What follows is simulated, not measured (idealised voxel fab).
This is a process module. Its name is voxel transistor to metal.
FYI the section here is cut, 300 nm wide, cells are 5 nm squares.
Cross-section = grid of square cells, listed top down in bands; band = one or more rows. Read a band's entry like this: the first values are the height of its top and the height of its bottom in nm, and what follows is the sequence of materials from left to right, each with its width in nm. Note that "blank" is empty space, and that a single material marked "throughout" reaches across the band from edge to edge. For the purposes of this specification, 0 denotes the height below which the wafer in its as-received condition is composed wholly of one material, and the lowermost band, lacking a lower limit, extends downward without end, as expressed in "top 0, no bottom". So if you see something like "30 to 40" for the width, read it as the top row of the band sitting at the first number and the bottom row at the second, with every row in between moving by the same amount as the last. The cross-section has no changed cell in any step marked "no change occurred". What "Enclosed internal voids" gives you is every empty space of 8 cells or more that is cut off from the top. Each appears as width x height at distance, with the distance taken from the left edge and width, height and distance all in nm. Text after the settings on a step's line: the simulator's own remark on that step. "overlay nm" denotes, for a step that has a mask, the displacement of the mask to the right of its planned place, with negative values corresponding to the left.

Process steps - plan
1) op RECEIVE | material Si
2) op OXIDIZE | depth nm 5
3) op CONFORMAL_DEP | material SiN | thk nm 15
4) op DIRECTIONAL_DEP | material aC | thk nm 15
5) op PATTERN | tone cover | mask id ACTIVE | material resist | width nm 95 | pitch nm 125 | thk nm 35 | overlay nm 0
6) op DIRECTIONAL_ETCH | etch materials aC | depth nm 15
7) op STRIP | etch materials resist
8) op DIRECTIONAL_ETCH | etch materials SiN | depth nm 15
9) op DIRECTIONAL_ETCH | etch materials SiO2 | depth nm 5
10) op DIRECTIONAL_ETCH | etch materials Si | depth nm 30
11) op STRIP | etch materials aC
12) op FILL_DEP | material SiO2 | thk nm 15
13) op CMP | height nm 15
14) op SELECTIVE_ETCH | etch materials SiO2 | depth nm 10
15) op STRIP | etch materials SiN
16) op SELECTIVE_ETCH | etch materials SiO2 | depth nm 5
17) op OXIDIZE | depth nm 5
18) op DIRECTIONAL_DEP | material polySi | thk nm 20
19) op DIRECTIONAL_DEP | material SiCN | thk nm 15
20) op MASKED_ETCH | tone cover | mask id GATE | width nm 25 | pitch nm 125 | etch materials SiCN | depth nm 25 | overlay nm 0
21) op MASKED_ETCH | tone cover | mask id GATE | width nm 25 | pitch nm 125 | etch materials polySi | depth nm 30 | overlay nm 0
22) op CONFORMAL_DEP | material SiN | thk nm 10
23) op DIRECTIONAL_ETCH | etch materials SiN | depth nm 10
24) op DIRECTIONAL_ETCH | etch materials SiO2 | depth nm 5
25) op EPI | material nSi | thk nm 5
26) op FILL_DEP | material SiO2 | thk nm 5
27) op CMP | height nm 15
28) op STRIP | etch materials polySi
29) op SELECTIVE_ETCH | etch materials SiO2 | depth nm 5
30) op CONFORMAL_DEP | material HfO2 | thk nm 5
31) op CONFORMAL_DEP | material TiN | thk nm 5
32) op FILL_DEP | material W | thk nm 5
33) op CMP | height nm 10
34) op DIRECTIONAL_DEP | material SiO2 | thk nm 10
35) op PATTERN | tone open | mask id CONTACT | material resist | width nm 15 | thk nm 20 | overlay nm 0
36) op DIRECTIONAL_ETCH | etch materials SiO2 | depth nm 25
37) op STRIP | etch materials resist
38) op CONFORMAL_DEP | material TiN | thk nm 5
39) op FILL_DEP | material Ru | thk nm 10
40) op CMP | height nm 20
41) op CONFORMAL_DEP | material SiCN | thk nm 5
42) op DIRECTIONAL_DEP | material lowk | thk nm 20
43) op DIRECTIONAL_DEP | material aC | thk nm 10
44) op PATTERN | tone open | mask id METAL_1 | material resist | width nm 15 | thk nm 30 | overlay nm 0
45) op DIRECTIONAL_ETCH | etch materials aC | depth nm 10
46) op STRIP | etch materials resist
47) op DIRECTIONAL_ETCH | etch materials lowk | depth nm 20
48) op DIRECTIONAL_ETCH | etch materials SiCN | depth nm 5
49) op STRIP | etch materials aC
50) op CONFORMAL_DEP | material TiN | thk nm 5
51) op FILL_DEP | material Ru | thk nm 10
52) op CMP | height nm 45
53) op CONFORMAL_DEP | material SiCN | thk nm 5
54) op DIRECTIONAL_DEP | material SiO2 | thk nm 30
55) op PATTERN | tone open | mask id METAL_2 | material resist | width nm 15 | pitch nm 125 | thk nm 15 | overlay nm 0
56) op DIRECTIONAL_ETCH | etch materials SiO2 | depth nm 15
57) op STRIP | etch materials resist
58) op PATTERN | tone open | mask id METAL_2_HOLES | material resist | width nm 15 | pitch nm 125 | thk nm 20 | overlay nm 0
59) op DIRECTIONAL_ETCH | etch materials SiO2 | depth nm 15
60) op DIRECTIONAL_ETCH | etch materials SiCN | depth nm 5
61) op STRIP | etch materials resist
62) op CONFORMAL_DEP | material TiN | thk nm 5
63) op FILL_DEP | material Ru | thk nm 10
64) op CMP | height nm 80
65) op CONFORMAL_DEP | material SiN | thk nm 5

So this is the incoming wafer in cross-section - it's already been through step 1
* top 0, no bottom = Si throughout
* Enclosed internal voids: none

Figure: cross-sectional view of the wafer upon completion of the module, processed from the initial state and according to the plan depicted above, with one error introduced during execution
* top 85, bottom 80 = SiN throughout
* top 80, bottom 50 = SiO2 throughout
* top 50, bottom 45 = SiCN throughout
* top 45, bottom 25 = 45 of lowk, 5 of TiN, 5 of Ru, 5 of TiN, 55 of lowk, 5 of TiN, 5 of Ru, 5 of TiN, 40 of lowk, 5 of TiN, 5 of Ru, 5 of TiN, 55 of lowk, 5 of TiN, 5 of Ru, 5 of TiN, 45 of lowk
* top 25, bottom 20 = 45 of SiCN, 15 of TiN, 55 of SiCN, 15 of TiN, 40 of SiCN, 15 of TiN, 55 of SiCN, 15 of TiN, 45 of SiCN
* top 20, bottom 10 = 45 of SiO2, 5 of TiN, 5 of Ru, 5 of TiN, 55 of SiO2, 5 of TiN, 5 of Ru, 5 of TiN, 40 of SiO2, 5 of TiN, 5 of Ru, 5 of TiN, 55 of SiO2, 5 of TiN, 5 of Ru, 5 of TiN, 45 of SiO2
* top 10, bottom 0 = 45 of SiO2, 5 of TiN, 5 of Ru, 5 of TiN, 5 of SiO2, 10 of SiN, 5 of HfO2, 5 of TiN, 5 of W, 5 of TiN, 5 of HfO2, 10 of SiN, 5 of SiO2, 5 of TiN, 5 of Ru, 5 of TiN, 40 of SiO2, 5 of TiN, 5 of Ru, 5 of TiN, 5 of SiO2, 10 of SiN, 5 of HfO2, 5 of TiN, 5 of W, 5 of TiN, 5 of HfO2, 10 of SiN, 5 of SiO2, 5 of TiN, 5 of Ru, 5 of TiN, 45 of SiO2
* top 0, bottom -5 = 35 of SiO2, 10 of SiN, 15 of TiN, 5 of SiO2, 10 of SiN, 5 of HfO2, 15 of TiN, 5 of HfO2, 10 of SiN, 5 of SiO2, 15 of TiN, 10 of SiN, 20 of SiO2, 10 of SiN, 15 of TiN, 5 of SiO2, 10 of SiN, 5 of HfO2, 15 of TiN, 5 of HfO2, 10 of SiN, 5 of SiO2, 15 of TiN, 10 of SiN, 35 of SiO2
* top -5, bottom -10 = 45 of SiO2, 20 of nSi, 5 of SiO2, 35 of HfO2, 5 of SiO2, 20 of nSi, 40 of SiO2, 20 of nSi, 5 of SiO2, 35 of HfO2, 5 of SiO2, 20 of nSi, 45 of SiO2
* top -10, bottom -35 = 40 of SiO2, 95 of Si, 30 of SiO2, 95 of Si, 40 of SiO2
* top -35, no bottom = Si throughout
* Enclosed internal voids: none
What broke from the plan during processing? twice, step 54 of the plan was run
